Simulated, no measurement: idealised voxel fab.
Process module name: voxel tone inversion
Each square cell in cross-section cut measures 5 nm, and the section as a whole is 230 nm wide.
Each cross-section below is a grid of square cells, stated as bands in top-down order, with one or more rows of cells making up each band. In this notation a band is specified by the heights of its top and bottom, in that order and in nm, after which its materials appear from left to right, each paired with its width in nm. The word "full width" attached to a single material means that material fills the band from edge to edge; the word "air" stands for empty space. Heights are measured from 0, the level below which the as-received wafer is all one material; the lowest band has no bottom and continues downward, written as in "0 and below". Quick explanation for "30..40": the width changes in equal steps down the rows of cells, from the first number in the band's top row to the second number in its bottom row. Step marked "identical to before"? Then no cell in the cross-section changed in it. The entry "Closed void table" lists the empty spaces that cover at least 8 cells and have no open path to the top. Each is written as width x height at distance, where the distance is measured from the left edge and all three values are in nm. What comes after the settings on a step's line is commentary from the simulator itself on that step. On any step carrying a mask, the "overlay nm" setting, if present on the step's line, tells how far right of its planned place the mask lay; negative values point to the left.

**Process steps (planned)**
| 1 | RECEIVE, material Si |
| 2 | CONFORMAL_DEP, material SiCN, thk nm 5 |
| 3 | DIRECTIONAL_DEP, material polySi, thk nm 25 |
| 4 | PATTERN, tone cover, mask id POSTS, material resist, width nm 25, pitch nm 50, thk nm 35, overlay nm 0 |
| 5 | DIRECTIONAL_ETCH, etch materials polySi, depth nm 15 |
| 6 | STRIP, etch materials resist |
| 7 | FILL_DEP, material lowk, thk nm 5 |
| 8 | CMP, height nm 30 |
| 9 | STRIP, etch materials polySi |
Where the wafers of this document differ is in the depth nm of step 5; they start out the same, and the plan states the value that applied to the first wafer.

**Cross-section of the first of several wafers as received (after step 1)**
    0 and below = Si full width
    Closed void table: none

**At the end of the module, after its last step, step 9, the first of several wafers appears in cross-section as follows**
    5 down to 0 = SiCN full width
    0 and below = Si full width
    Closed void table: none

**Cross-sectional depiction of the last of several wafers upon completion of the module**
    30 down to 5 = lowk 50 nm / air 25 nm / lowk 25 nm / air 25 nm / lowk 25 nm / air 25 nm / lowk 55 nm
    5 down to 0 = SiCN full width
    0 and below = Si full width
    Closed void table: none

**Quick key for the table: a row per wafer, taken at the end of the module. For each material it tells you how many cells the wafer gained (+) or lost (-) since it came in, and the closed voids come after**
depth nm 15; +46 SiCN; Closed void table: none
depth nm 20; +46 SiCN; Closed void table: none
depth nm 25; +46 SiCN; +155 lowk; Closed void table: none
depth nm 30; +46 SiCN; +155 lowk; Closed void table: none
depth nm 35; +46 SiCN; +155 lowk; Closed void table: none
depth nm 40; +46 SiCN; +155 lowk; Closed void table: none
